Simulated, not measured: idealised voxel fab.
A process module follows: voxel gate over fins.
For reference, the cross-section in this document is cut, with width 290 nm and square cells of 5 nm.
When this document writes out a cross-section, it uses a grid of square cells and lists it as bands, beginning at the top and moving down, with a band standing for one or more rows of cells.
This entry defines a band. It first specifies the height of the band's top and the height of its bottom in nm, and then specifies the band's materials from left to right, stating each material with its width in nm. The word "edge to edge" identifies a single material that fills the band from edge to edge, while the word "air" identifies empty space.
The reference from which all heights are counted is 0, the level beneath which the as-received wafer is entirely one material; the lowest band, having no lower bound, proceeds downward and is written after the example "z 0 and below".
The expression "30->40" gives the width at the extremes of the band, the first number at its top row of cells and the second at its bottom row, with the width changing by equal amounts from each row to the next in between.
It should be understood that the words "no modifications", when stated for a given step, signify that the cross-section underwent no change in any of its cells during that step.
What "Encapsulated voids" gives you is every empty space of 8 cells or more that is cut off from the top. Each appears as width x height at distance, with the distance taken from the left edge and width, height and distance all in nm.
Text after the settings on a step's line: the simulator's own remark on that step.
Among the settings permitted on a step's line is "overlay nm"; applied to a step with a mask, it specifies the extent to which the mask lay to the right of its planned position, whereas a negative figure signifies a position to the left.

STEPS PLANNED FOR THE PROCESS
step 1: RECEIVE [material Si]
step 2: CONFORMAL_DEP [material SiN] [thk nm 5]
step 3: MASKED_ETCH [tone cover] [mask id FINS] [width nm 15] [pitch nm 35] [etch materials SiN] [depth nm 5] [overlay nm 0]
step 4: MASKED_ETCH [tone cover] [mask id FINS] [width nm 15] [pitch nm 35] [etch materials Si] [depth nm 35] [overlay nm 0]
step 5: FILL_DEP [material SiO2] [thk nm 10]
step 6: CMP [height nm 5]
step 7: SELECTIVE_ETCH [etch materials SiO2] [depth nm 20]
step 8: STRIP [etch materials SiN]
step 9: CONFORMAL_DEP [material HfO2] [thk nm 5]
step 10: CONFORMAL_DEP [material TiN] [thk nm 5]
step 11: FILL_DEP [material W] [thk nm 10]
step 12: CMP [height nm 15]
step 13: CONFORMAL_DEP [material SiN] [thk nm 5]

FIRST OF TWO WAFERS, PROCESSED ACCORDING TO PLAN

CROSS-SECTION OF THE WAFER UPON ARRIVAL, REPRESENTING THE STATE REACHED AFTER STEP 1
  z 0 and below | Si edge to edge
  Encapsulated voids: none

THE WAFER, SEEN IN CROSS-SECTION, AFTER STEP 2
  z 5 to 0 | SiN edge to edge
  Unchanged below 0.

THE WAFER, SEEN IN CROSS-SECTION, AFTER STEP 3
  z 5 to 0 | 100 air, then 15 SiN, then 20 air, then 15 SiN, then 20 air, then 15 SiN, then 105 air
  Unchanged below 0.

THE WAFER, SEEN IN CROSS-SECTION, AFTER STEP 4
  z 5 to 0 | 100 air, then 15 SiN, then 20 air, then 15 SiN, then 20 air, then 15 SiN, then 105 air
  z 0 to -35 | 100 air, then 15 Si, then 20 air, then 15 Si, then 20 air, then 15 Si, then 105 air
  Unchanged below -35.

THE WAFER, SEEN IN CROSS-SECTION, AFTER STEP 5
  z 15 to 5 | SiO2 edge to edge
  z 5 to 0 | 100 SiO2, then 15 SiN, then 20 SiO2, then 15 SiN, then 20 SiO2, then 15 SiN, then 105 SiO2
  z 0 to -35 | 100 SiO2, then 15 Si, then 20 SiO2, then 15 Si, then 20 SiO2, then 15 Si, then 105 SiO2
  Unchanged below -35.

THE WAFER, SEEN IN CROSS-SECTION, AFTER STEP 6
  z 5 to 0 | 100 SiO2, then 15 SiN, then 20 SiO2, then 15 SiN, then 20 SiO2, then 15 SiN, then 105 SiO2
  Unchanged below 0.

THE WAFER, SEEN IN CROSS-SECTION, AFTER STEP 7
  z 5 to 0 | 100 air, then 15 SiN, then 20 air, then 15 SiN, then 20 air, then 15 SiN, then 105 air
  z 0 to -15 | 100 air, then 15 Si, then 20 air, then 15 Si, then 20 air, then 15 Si, then 105 air
  Unchanged below -15.

THE WAFER, SEEN IN CROSS-SECTION, AFTER STEP 8
  z 0 to -15 | 100 air, then 15 Si, then 20 air, then 15 Si, then 20 air, then 15 Si, then 105 air
  Unchanged below -15.

THE WAFER, SEEN IN CROSS-SECTION, AFTER STEP 9
  z 5 to 0 | 95 air, then 25 HfO2, then 10 air, then 25 HfO2, then 10 air, then 25 HfO2, then 100 air
  z 0 to -10 | 95 air, then 5 HfO2, then 15 Si, then 5 HfO2, then 10 air, then 5 HfO2, then 15 Si, then 5 HfO2, then 10 air, then 5 HfO2, then 15 Si, then 5 HfO2, then 100 air
  z -10 to -15 | 100 HfO2, then 15 Si, then 20 HfO2, then 15 Si, then 20 HfO2, then 15 Si, then 105 HfO2
  Unchanged below -15.

THE WAFER, SEEN IN CROSS-SECTION, AFTER STEP 10
  z 10 to 5 | 90 air, then 105 TiN, then 95 air
  z 5 to 0 | 90 air, then 5 TiN, then 25 HfO2, then 10 TiN, then 25 HfO2, then 10 TiN, then 25 HfO2, then 5 TiN, then 95 air
  z 0 to -5 | 90 air, then 5 TiN, then 5 HfO2, then 15 Si, then 5 HfO2, then 10 TiN, then 5 HfO2, then 15 Si, then 5 HfO2, then 10 TiN, then 5 HfO2, then 15 Si, then 5 HfO2, then 5 TiN, then 95 air
  z -5 to -10 | 95 TiN, then 5 HfO2, then 15 Si, then 5 HfO2, then 10 TiN, then 5 HfO2, then 15 Si, then 5 HfO2, then 10 TiN, then 5 HfO2, then 15 Si, then 5 HfO2, then 100 TiN
  Unchanged below -10.

THE WAFER, SEEN IN CROSS-SECTION, AFTER STEP 11
  z 20 to 10 | W edge to edge
  z 10 to 5 | 90 W, then 105 TiN, then 95 W
  z 5 to 0 | 90 W, then 5 TiN, then 25 HfO2, then 10 TiN, then 25 HfO2, then 10 TiN, then 25 HfO2, then 5 TiN, then 95 W
  z 0 to -5 | 90 W, then 5 TiN, then 5 HfO2, then 15 Si, then 5 HfO2, then 10 TiN, then 5 HfO2, then 15 Si, then 5 HfO2, then 10 TiN, then 5 HfO2, then 15 Si, then 5 HfO2, then 5 TiN, then 95 W
  Unchanged below -5.

THE WAFER, SEEN IN CROSS-SECTION, AFTER STEP 12
  z 15 to 10 | W edge to edge
  Unchanged below 10.

THE WAFER, SEEN IN CROSS-SECTION, AFTER STEP 13
  z 20 to 15 | SiN edge to edge
  Unchanged below 15.

OKAY, SECOND WAFER. NOTHING DIFFERENT AT THE START, NOTHING DIFFERENT IN THE PLAN, JUST ONE MISTAKE SOMEWHERE IN THE RUNNING. AS FAR AS STEP 8, COUNTING THAT STEP, IT'S THE FIRST WAFER ALL OVER AGAIN

Second wafer, cross-section, planned end of step 9: no modifications

SECOND WAFER, CROSS-SECTION, PLANNED END OF STEP 10
  z 5 to 0 | 95 air, then 25 TiN, then 10 air, then 25 TiN, then 10 air, then 25 TiN, then 100 air
  z 0 to -10 | 95 air, then 5 TiN, then 15 Si, then 5 TiN, then 10 air, then 5 TiN, then 15 Si, then 5 TiN, then 10 air, then 5 TiN, then 15 Si, then 5 TiN, then 100 air
  z -10 to -15 | 100 TiN, then 15 Si, then 20 TiN, then 15 Si, then 20 TiN, then 15 Si, then 105 TiN
  Unchanged below -15.

SECOND WAFER, CROSS-SECTION, PLANNED END OF STEP 11
  z 15 to 5 | W edge to edge
  z 5 to 0 | 95 W, then 25 TiN, then 10 W, then 25 TiN, then 10 W, then 25 TiN, then 100 W
  z 0 to -10 | 95 W, then 5 TiN, then 15 Si, then 5 TiN, then 10 W, then 5 TiN, then 15 Si, then 5 TiN, then 10 W, then 5 TiN, then 15 Si, then 5 TiN, then 100 W
  Unchanged below -10.

Second wafer, cross-section, planned end of step 12: no modifications

SECOND WAFER, CROSS-SECTION, PLANNED END OF STEP 13
  z 20 to 15 | SiN edge to edge
  Unchanged below 15.
Nonconformance to the process plan: step 9 of the plan was excluded from execution and never run
Per the end-of-run cell counts, the second wafer holds more or fewer of some materials than the first: -76 HfO2; +76 W
